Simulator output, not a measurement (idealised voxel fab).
The document below concerns the process module designated voxel tone inversion.
It is cross-section cut that appears here, measuring 230 nm in width, its square cells being 5 nm in size.
Format of a cross-section: grid, square cells. Given as bands. Order: top down. Band: one or more rows of cells.
Look at the band entry: it leads with the top's height and the bottom's height in nm. Then it lists the materials left to right, with a width in nm for each. The word "all across" on a single material says that material fills the band edge to edge. The word "empty" is empty space.
Measure heights from 0. That's the level where, below it, the as-received wafer is all one material. The lowest band is bottomless and extends downward; write it as in "0 -> down".
The width entry "30..40" should be interpreted row by row: the top row of cells in the band takes the first number, the bottom row takes the second number, and the change between adjacent rows is uniform throughout.
Reading "no alterations made" for a step: not a cell of the cross-section changed in it.
For the entry "Enclosed void listing", the listed items are empty spaces with no open way to the top whose size is 8 cells or more; each item follows the pattern width x height at distance, where distance is from the left edge and all three are in nm.
Past the settings on a step's line: simulator remark, on that step.
"overlay nm", when on a step's line for a step with a mask, measures how far to the right of its planned place the mask lay; a negative measure means to the left.
PLANNED STEP LIST FOR THE PROCESS
1: op RECEIVE | material Si
2: op CONFORMAL_DEP | material SiCN | thk nm 10
3: op DIRECTIONAL_DEP | material polySi | thk nm 20
4: op PATTERN | tone cover | mask id POSTS | material resist | width nm 20 | pitch nm 40 | thk nm 30 | overlay nm 0
5: op DIRECTIONAL_ETCH | etch materials polySi | depth nm 20
6: op STRIP | etch materials resist
7: op FILL_DEP | material SiO2 | thk nm 5
8: op CMP | height nm 30
9: op STRIP | etch materials polySi
10: op CONFORMAL_DEP | material TiN | thk nm 5
11: op FILL_DEP | material W | thk nm 5
12: op CMP | height nm 20
13: op CONFORMAL_DEP | material SiCN | thk nm 5
The height nm used in step 12 is not the same on every wafer, whereas the starting condition is; the value printed in the plan is the first wafer's.
THE FIRST OF SEVERAL WAFERS AS RECEIVED, SHOWN IN CROSS-SECTION; THIS IS ITS STATE AFTER STEP 1
    0 -> down = Si all across
    Enclosed void listing: none
QUICK KEY FOR THE TABLE: A ROW PER WAFER, TAKEN AT THE END OF THE MODULE. FOR EACH MATERIAL IT TELLS YOU HOW MANY CELLS THE WAFER GAINED (+) OR LOST (-) SINCE IT CAME IN, AND THE CLOSED VOIDS COME AFTER
height nm 20 | +138 SiCN | +76 SiO2 | +12 TiN | +4 W | Enclosed void listing: none
height nm 25 | +138 SiCN | +114 SiO2 | +16 TiN | +8 W | Enclosed void listing: none
height nm 30 | +138 SiCN | +152 SiO2 | +20 TiN | +12 W | Enclosed void listing: none
height nm 35 | +138 SiCN | +152 SiO2 | +62 TiN | +16 W | Enclosed void listing: none
height nm 40 | +138 SiCN | +152 SiO2 | +62 TiN | +62 W | Enclosed void listing: none
